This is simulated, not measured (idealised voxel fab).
You're looking at the process module voxel transistor to metal.
Square cells of 5 nm make up the cross-section cut, whose width is 190 nm.
When this document writes out a cross-section, it uses a grid of square cells and lists it as bands, beginning at the top and moving down, with a band standing for one or more rows of cells.
Top, bottom (nm), then materials left to right with widths (nm); lone material tagged "throughout" fills the whole band edge to edge; "empty" = empty space.
Heights are expressed relative to 0, this being the level below which the as-received wafer comprises one material exclusively. The lowest band is unbounded in the downward direction and is denoted as in "0 nm and below".
Width: "30 to 40" (first number = top row, second number = bottom row, same change from row to row of cells).
Key: "changes: none" - step with no changed cell in the cross-section.
"Closed void inventory" specifies each empty space that is not open to the top and that occupies no fewer than 8 cells, using the form width x height at distance, the distance measured from the left edge and all three quantities in nm.
Formally, on a step line, whatever follows the settings is a remark that the simulator itself makes on the step.
A step's line can hold "overlay nm"; with a mask on that step, the setting says how far right of the planned place the mask lay, while a negative setting says it lay to the left.
[Below is the list of planned process steps]
1: RECEIVE with material Si
2: OXIDIZE with depth nm 5
3: CONFORMAL_DEP with material SiN, thk nm 15
4: MASKED_ETCH with tone cover, mask id ACTIVE, width nm 105, etch materials SiN, depth nm 15, overlay nm 0
5: MASKED_ETCH with tone cover, mask id ACTIVE, width nm 105, etch materials SiO2, depth nm 5, overlay nm 0
6: MASKED_ETCH with tone cover, mask id ACTIVE, width nm 105, etch materials Si, depth nm 30, overlay nm 0
7: OXIDIZE with depth nm 5
8: FILL_DEP with material SiO2, thk nm 10
9: CMP with height nm 15
10: SELECTIVE_ETCH with etch materials SiO2, depth nm 5
11: STRIP with etch materials SiN
12: SELECTIVE_ETCH with etch materials SiO2, depth nm 5
13: OXIDIZE with depth nm 5
14: DIRECTIONAL_DEP with material polySi, thk nm 20
15: DIRECTIONAL_DEP with material SiCN, thk nm 10
16: MASKED_ETCH with tone cover, mask id GATE, width nm 15, etch materials SiCN, depth nm 20, overlay nm 0
17: MASKED_ETCH with tone cover, mask id GATE, width nm 15, etch materials polySi, depth nm 30, overlay nm 0
18: CONFORMAL_DEP with material SiO2, thk nm 5
19: DIRECTIONAL_ETCH with etch materials SiO2, depth nm 5
20: CONFORMAL_DEP with material SiN, thk nm 5
21: DIRECTIONAL_ETCH with etch materials SiN, depth nm 5
22: DIRECTIONAL_ETCH with etch materials SiO2, depth nm 5
23: DIRECTIONAL_ETCH with etch materials Si, depth nm 15
24: EPI with material nSi, thk nm 15
25: FILL_DEP with material SiO2, thk nm 10
26: CMP with height nm 25
27: DIRECTIONAL_DEP with material SiO2, thk nm 10
28: DIRECTIONAL_DEP with material aC, thk nm 10
29: PATTERN with tone open, mask id CONTACT, material resist, width nm 30, pitch nm 55, thk nm 30, overlay nm 0
30: DIRECTIONAL_ETCH with etch materials aC, depth nm 10
31: STRIP with etch materials resist
32: DIRECTIONAL_ETCH with etch materials SiO2, depth nm 45
33: STRIP with etch materials aC
34: CONFORMAL_DEP with material TiN, thk nm 5
35: FILL_DEP with material W, thk nm 10
36: CMP with height nm 35
37: DIRECTIONAL_DEP with material TiN, thk nm 5
38: DIRECTIONAL_DEP with material Ru, thk nm 15
39: PATTERN with tone cover, mask id METAL_1, material resist, width nm 15, pitch nm 70, thk nm 20, overlay nm 0
40: DIRECTIONAL_ETCH with etch materials Ru, depth nm 15
41: DIRECTIONAL_ETCH with etch materials TiN, depth nm 5
42: STRIP with etch materials resist
43: CONFORMAL_DEP with material SiN, thk nm 5
44: FILL_DEP with material SiO2, thk nm 5
45: CMP with height nm 55
46: CONFORMAL_DEP with material SiCN, thk nm 5
47: DIRECTIONAL_DEP with material SiO2, thk nm 30
48: DIRECTIONAL_DEP with material aC, thk nm 15
49: PATTERN with tone open, mask id METAL_2, material resist, width nm 15, pitch nm 70, thk nm 30, overlay nm -15
50: DIRECTIONAL_ETCH with etch materials aC, depth nm 15
51: STRIP with etch materials resist
52: DIRECTIONAL_ETCH with etch materials SiO2, depth nm 20
53: STRIP with etch materials aC
54: MASKED_ETCH with tone open, mask id METAL_2_HOLES, width nm 15, pitch nm 70, etch materials SiO2, depth nm 10, overlay nm 0
55: MASKED_ETCH with tone open, mask id METAL_2_HOLES, width nm 15, pitch nm 70, etch materials SiCN, depth nm 5, overlay nm 0
56: CONFORMAL_DEP with material TiN, thk nm 5
57: FILL_DEP with material Cu, thk nm 5
58: CMP with height nm 90
59: CONFORMAL_DEP with material SiCN, thk nm 5
The overlay nm used in step 49 is not the same on every wafer, whereas the starting condition is; the value printed in the plan is the first wafer's.
[This is how the first of several wafers looked in cross-section when it arrived, which is after step 1]
> 0 nm and below | Si throughout
> Closed void inventory: none
[Rows = wafers. At module end, each row lists per material the cells gained (+) or lost (-) since the wafer was received, then the closed voids]
overlay nm -15, +12 Cu, +18 Ru, -226 Si, +82 SiCN, +60 SiN, +604 SiO2, +74 TiN, +32 W, +54 nSi, +12 polySi, Closed void inventory: none
overlay nm -10, +10 Cu, +18 Ru, -226 Si, +80 SiCN, +60 SiN, +604 SiO2, +78 TiN, +32 W, +54 nSi, +12 polySi, Closed void inventory: none
overlay nm -5, +8 Cu, +18 Ru, -226 Si, +78 SiCN, +60 SiN, +604 SiO2, +82 TiN, +32 W, +54 nSi, +12 polySi, Closed void inventory: none
overlay nm 0, +12 Cu, +18 Ru, -226 Si, +76 SiCN, +60 SiN, +604 SiO2, +80 TiN, +32 W, +54 nSi, +12 polySi, Closed void inventory: none
overlay nm 5, +8 Cu, +18 Ru, -226 Si, +78 SiCN, +60 SiN, +604 SiO2, +82 TiN, +32 W, +54 nSi, +12 polySi, Closed void inventory: none
overlay nm 10, +10 Cu, +18 Ru, -226 Si, +80 SiCN, +60 SiN, +604 SiO2, +78 TiN, +32 W, +54 nSi, +12 polySi, Closed void inventory: none
overlay nm 15, +12 Cu, +18 Ru, -226 Si, +82 SiCN, +60 SiN, +604 SiO2, +74 TiN, +32 W, +54 nSi, +12 polySi, Closed void inventory: none
